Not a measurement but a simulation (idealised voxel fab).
The document below concerns the process module designated voxel ribs on slabs.
We display cut, a cross-section 225 nm in width whose square cells are each 5 nm.
Think of the cross-section as a grid of square cells. We describe it in bands, top to bottom, and each band covers one or more rows of those cells.
Band entry format. Leading values: height of top, height of bottom, nm. Remainder: materials in left-to-right order, each with its width in nm. Special words: "throughout" on a single material, which then fills the band edge to edge; "blank", empty space.
Convention: height 0 is the level below which the wafer, as received, is all one material. The lowest band does not terminate at the bottom but continues downward, represented as "0..down".
A width given as "30 to 40" starts at the first number in the band's top row and ends at the second number in its bottom row, shifting by an equal amount at every step from row to row.
"nothing was modified" means the step left every cell of the cross-section as it was.
Entry "Sealed internal cavities". Content: empty spaces with no open connection to the top, size 8 cells or greater. Each: width x height at distance. Distance: from left edge. Unit: nm.
What comes after the settings on a step's line is commentary from the simulator itself on that step.
Among the settings permitted on a step's line is "overlay nm"; applied to a step with a mask, it specifies the extent to which the mask lay to the right of its planned position, whereas a negative figure signifies a position to the left.

-- These are the steps we planned for the process
1) RECEIVE,material Si
2) DIRECTIONAL_DEP,material SiO2,thk nm 25
3) DIRECTIONAL_DEP,material SiN,thk nm 20
4) MASKED_ETCH,tone cover,mask id RIB,width nm 30,etch materials SiN,depth nm 10,overlay nm 0
5) PATTERN,tone cover,mask id SLAB,material resist,width nm 80,thk nm 20,overlay nm 0
6) DIRECTIONAL_ETCH,etch materials SiN,depth nm 10
7) STRIP,etch materials resist
8) FILL_DEP,material SiO2,thk nm 20
9) CMP,height nm 60
10) DIRECTIONAL_DEP,material W,thk nm 10
11) DIRECTIONAL_DEP,material aC,thk nm 15
12) PATTERN,tone cover,mask id HEATER,material resist,width nm 40,thk nm 30,overlay nm 0
13) DIRECTIONAL_ETCH,etch materials aC,depth nm 15
14) STRIP,etch materials resist
15) DIRECTIONAL_ETCH,etch materials W,depth nm 10
16) STRIP,etch materials aC
17) CONFORMAL_DEP,material SiN,thk nm 5

-- Cross-sectional view of the wafer in its as-received condition, corresponding to the state after step 1
* 0..down = Si throughout
* Sealed internal cavities: none

-- The following cross-section depicts the wafer upon conclusion of the module. Processing commenced from the starting condition illustrated above and adhered to the plan illustrated above, save for one mistake in execution
* 75..70 = blank 85 nm | SiN 50 nm | blank 90 nm
* 70..65 = blank 85 nm | SiN 5 nm | W 40 nm | SiN 5 nm | blank 90 nm
* 65..60 = SiN 90 nm | W 40 nm | SiN 95 nm
* 60..45 = SiO2 throughout
* 45..35 = SiO2 95 nm | SiN 30 nm | SiO2 100 nm
* 35..25 = SiO2 70 nm | SiN 85 nm | SiO2 70 nm
* 25..0 = SiO2 throughout
* 0..down = Si throughout
* Sealed internal cavities: none
Heads up, the wafer didn't run the way we planned it: step 5 did not happen as planned, as run it was PATTERN,tone cover,mask id SLAB,material resist,width nm 85,thk nm 20,overlay nm 0
